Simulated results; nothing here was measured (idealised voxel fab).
process module | voxel ribs on slabs
cross-section cut | 270 nm wide | cells 5 nm
A cross-section is a grid of square cells, given in bands from the top down. A band is one or more rows of cells.
Each band's line starts with the height of the band's top and of its bottom, in nm. Then come its materials from left to right, each with its width in nm. One material with "throughout" fills the band from edge to edge. "air" is empty space.
Height 0 is the level under which the wafer as received is all one material. The lowest band goes on downwards, as in "0 down".
A width such as "30 to 40" changes by the same amount from each row of cells to the next, from the band's top row to its bottom row.
"no change" after a step means that no cell of the cross-section changed.
closed voids: empty space of 8 cells or more with no open way to the top, each as width x height at its distance from the left edge, in nm
after a step's settings: what the simulator itself notes on the step
overlay nm, on a step with a mask: how far to the right of its planned place the mask lay; to the left if negative
plan
1 op RECEIVE | material Si
2 op DIRECTIONAL_DEP | material SiO2 | thk nm 30
3 op DIRECTIONAL_DEP | material polySi | thk nm 25
4 op MASKED_ETCH | tone cover | mask id RIB | width nm 20 | etch materials polySi | depth nm 5 | overlay nm 0
5 op MASKED_ETCH | tone cover | mask id SLAB | width nm 80 | etch materials polySi | depth nm 20 | overlay nm 0
6 op FILL_DEP | material SiO2 | thk nm 30
7 op CMP | height nm 75
8 op DIRECTIONAL_DEP | material W | thk nm 10
9 op PATTERN | tone cover | mask id HEATER | material resist | width nm 30 | thk nm 15 | overlay nm 0
10 op DIRECTIONAL_ETCH | etch materials W | depth nm 10
11 op STRIP | etch materials resist
12 op CONFORMAL_DEP | material SiO2 | thk nm 10
as received, after step 1
  0 down: Si throughout
  closed voids: none
a wafer at the end: this start, this plan, one mistake
  95 to 85: air 110 | SiO2 50 | air 110
  85 to 75: SiO2 120 | W 30 | SiO2 120
  75 to 55: SiO2 throughout
  55 to 50: SiO2 120 | polySi 30 | SiO2 120
  50 to 30: SiO2 95 | polySi 80 | SiO2 95
  30 to 0: SiO2 throughout
  0 down: Si throughout
  closed voids: none
what went wrong: step 4 ran as: op MASKED_ETCH | tone cover | mask id RIB | width nm 30 | etch materials polySi | depth nm 5 | overlay nm 0
